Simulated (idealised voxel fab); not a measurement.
process module | voxel air gaps
cross-section cut | 210 nm wide | cells 5 nm
A cross-section is a grid of square cells, given in bands from the top down. A band is one or more rows of cells.
Each band's line starts with the height of the band's top and of its bottom, in nm. Then come its materials from left to right, each with its width in nm. One material with "throughout" fills the band from edge to edge. "air" is empty space.
Height 0 is the level under which the wafer as received is all one material. The lowest band goes on downwards, as in "0 down".
A width such as "30 to 40" changes by the same amount from each row of cells to the next, from the band's top row to its bottom row.
"no change" after a step means that no cell of the cross-section changed.
closed voids: empty space of 8 cells or more with no open way to the top, each as width x height at its distance from the left edge, in nm
after a step's settings: what the simulator itself notes on the step
overlay nm, on a step with a mask: how far to the right of its planned place the mask lay; to the left if negative
plan
1 op RECEIVE | material Si
2 op CONFORMAL_DEP | material SiO2 | thk nm 15
3 op CONFORMAL_DEP | material SiCN | thk nm 5
4 op DIRECTIONAL_DEP | material lowk | thk nm 40
5 op PATTERN | tone open | mask id LINES | material resist | width nm 20 | pitch nm 45 | thk nm 20 | overlay nm 0
6 op DIRECTIONAL_ETCH | etch materials lowk | depth nm 40
7 op STRIP | etch materials resist
8 op CONFORMAL_DEP | material TiN | thk nm 5
9 op FILL_DEP | material W | thk nm 10
10 op CMP | height nm 60
11 op EPI | material Ru | thk nm 10
12 op SELECTIVE_ETCH | etch materials lowk | depth nm 50
13 op CONFORMAL_DEP | material SiCN | thk nm 5
as received, after step 1
  0 down: Si throughout
  closed voids: none
a wafer at the end: this start, this plan, one mistake
  75 to 70: SiCN throughout
  70 to 60: Ru throughout
  60 to 55: TiN 55 | W 10 | TiN 35 | W 10 | TiN 35 | W 10 | TiN 55
  55 to 20: lowk 50 | TiN 5 | W 10 | TiN 5 | lowk 25 | TiN 5 | W 10 | TiN 5 | lowk 25 | TiN 5 | W 10 | TiN 5 | lowk 50
  20 to 15: lowk 50 | TiN 20 | lowk 25 | TiN 20 | lowk 25 | TiN 20 | lowk 50
  15 to 0: SiO2 throughout
  0 down: Si throughout
  closed voids: none
what went wrong: step 3 was left out
